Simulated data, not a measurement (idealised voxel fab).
You're looking at the process module voxel gate over fins.
225 nm wide, 5 nm square cells: that's cross-section cut.
How to read a cross-section here: the picture is a grid of square cells, written as bands going from the top down, and any band can span one or more rows of cells. A band entry consists of two parts. The first gives the height of the band's top and the height of its bottom, in nm. The rest lists the band's materials from left to right, each with its width in nm. A single material labelled with the word "full width" fills the band from edge to edge, and the word "empty" marks empty space. Convention: height 0 is the level below which the wafer, as received, is all one material. The lowest band does not terminate at the bottom but continues downward, represented as "0 and below". Read "30 to 40" as a graded width: first number on top, second number at the bottom, same change between each pair of neighbouring rows. Where a step carries "remained the same", the cross-section came out of it unchanged, cell for cell. This entry, "Enclosed internal cavities", enumerates those empty regions of no fewer than 8 cells that possess no open connection to the top. Each region is reported in the form width x height at distance, the distance being taken from the left edge, with all three quantities expressed in nm. The remark found on a step's line after its settings is issued by the simulator itself and pertains to that step. If you see "overlay nm" on a step's line and that step has a mask, it's telling you how far right of where it was planned the mask ended up; a negative number means it went left instead.

-- Intended process steps
1 RECEIVE: material Si
2 CONFORMAL_DEP: material SiN, thk nm 5
3 PATTERN: tone cover, mask id FINS, material resist, width nm 15, pitch nm 40, thk nm 15, overlay nm 0
4 DIRECTIONAL_ETCH: etch materials SiN, depth nm 5
5 DIRECTIONAL_ETCH: etch materials Si, depth nm 40
6 STRIP: etch materials resist
7 OXIDIZE: depth nm 5
8 FILL_DEP: material SiO2, thk nm 10
9 CMP: height nm 5
10 SELECTIVE_ETCH: etch materials SiO2, depth nm 15
11 STRIP: etch materials SiN
12 CONFORMAL_DEP: material HfO2, thk nm 5
13 CONFORMAL_DEP: material TiN, thk nm 5
14 FILL_DEP: material W, thk nm 15
15 CMP: height nm 20
16 CONFORMAL_DEP: material SiCN, thk nm 5

-- As-received wafer cross-section (after step 1)
  0 and below: Si full width
  Enclosed internal cavities: none

-- Same starting wafer, same plan as above, one mistake in the execution; this is the cross-section at the end of the module
  25 down to 20: SiCN full width
  20 down to 15: W (30) / TiN (165) / W (30)
  15 down to 10: W (30) / TiN (5) / HfO2 (35) / TiN (5) / HfO2 (35) / TiN (5) / HfO2 (35) / TiN (5) / HfO2 (35) / TiN (5) / W (30)
  10 down to 5: TiN (35) / HfO2 (35) / TiN (5) / HfO2 (35) / TiN (5) / HfO2 (35) / TiN (5) / HfO2 (35) / TiN (35)
  5 down to 0: HfO2 full width
  0 down to -10: HfO2 (50) / Si (5) / HfO2 (35) / Si (5) / HfO2 (35) / Si (5) / HfO2 (35) / Si (5) / HfO2 (50)
  -10 down to -45: SiO2 (50) / Si (5) / SiO2 (35) / Si (5) / SiO2 (35) / Si (5) / SiO2 (35) / Si (5) / SiO2 (50)
  -45 and below: Si full width
  Enclosed internal cavities: none
What broke from the plan during processing? the process deviated at step 12: the operation and settings actually run there were CONFORMAL_DEP: material HfO2, thk nm 15
